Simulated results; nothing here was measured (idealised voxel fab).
The name of this process module is voxel double patterning.
cross-section cut | 200 nm wide | cells 5 nm
How to read a cross-section here: the picture is a grid of square cells, written as bands going from the top down, and any band can span one or more rows of cells. For a band, the entry starts with two heights in nm, that of the top and then that of the bottom, and carries on with the band's materials in order from left to right, each alongside its width in nm; the word "edge to edge" beside a single material means it fills the band edge to edge, and "air" means empty space. Where do heights start? At 0: under that level the wafer as delivered is made of one material only. And the lowest band has no floor; it just carries on downward, as in "z 0 and below". You'd read "30->40" like this: the band's top row of cells is as wide as the first number, its bottom row is as wide as the second, and going down, every row changes width by the same amount as the row before did. A step reported as "same as before" is a step in which no cell of the cross-section changed. You'll see "Unvented cavities" listing empty spaces that have no way open to the top, as long as they're 8 cells or more; the notation is width x height at distance, where the distance is from the left edge, and all of it is in nm. If you see something after the settings on a step's line, that's the simulator's own remark about that step. overlay nm: mask offset rightward from planned place, masked step; negative means leftward offset.
[The planned process steps are enumerated hereunder]
| 1 | op RECEIVE | material Si |
| 2 | op CONFORMAL_DEP | material SiO2 | thk nm 10 |
| 3 | op DIRECTIONAL_DEP | material TiN | thk nm 15 |
| 4 | op DIRECTIONAL_DEP | material SiCN | thk nm 10 |
| 5 | op DIRECTIONAL_DEP | material aC | thk nm 15 |
| 6 | op PATTERN | tone open | mask id FIRST | material resist | width nm 15 | pitch nm 50 | thk nm 35 | overlay nm 0 |
| 7 | op DIRECTIONAL_ETCH | etch materials aC | depth nm 15 |
| 8 | op STRIP | etch materials resist |
| 9 | op DIRECTIONAL_ETCH | etch materials SiCN | depth nm 10 |
| 10 | op STRIP | etch materials aC |
| 11 | op PATTERN | tone open | mask id SECOND | material resist | width nm 15 | pitch nm 50 | thk nm 20 | overlay nm 0 |
| 12 | op DIRECTIONAL_ETCH | etch materials SiCN | depth nm 10 |
| 13 | op STRIP | etch materials resist |
| 14 | op DIRECTIONAL_ETCH | etch materials TiN | depth nm 15 |
| 15 | op STRIP | etch materials SiCN |
[Cross-section of the wafer as it came to us, i.e., already through step 1]
z 0 and below | Si edge to edge
Unvented cavities: none
[The first of two wafers, cross-sectioned at the end of the module, with the run proceeding as planned]
z 25 to 10 | TiN (40) / air (15) / TiN (10) / air (15) / TiN (10) / air (15) / TiN (10) / air (15) / TiN (10) / air (15) / TiN (45)
z 10 to 0 | SiO2 edge to edge
z 0 and below | Si edge to edge
Unvented cavities: none
[Cross-section at end of module for the second wafer of two, which matched the first in starting point and plan and differed by one mistake in its processing]
z 25 to 10 | air (40) / TiN (15) / air (35) / TiN (15) / air (35) / TiN (15) / air (45)
z 10 to 0 | SiO2 edge to edge
z 0 and below | Si edge to edge
Unvented cavities: none
Want to know what went wrong? step 6 did not use the planned setting and instead ran as op PATTERN | tone cover | mask id FIRST | material resist | width nm 15 | pitch nm 50 | thk nm 35 | overlay nm 0
Materials where the second wafer ends with more or fewer cells than the first: -48 TiN
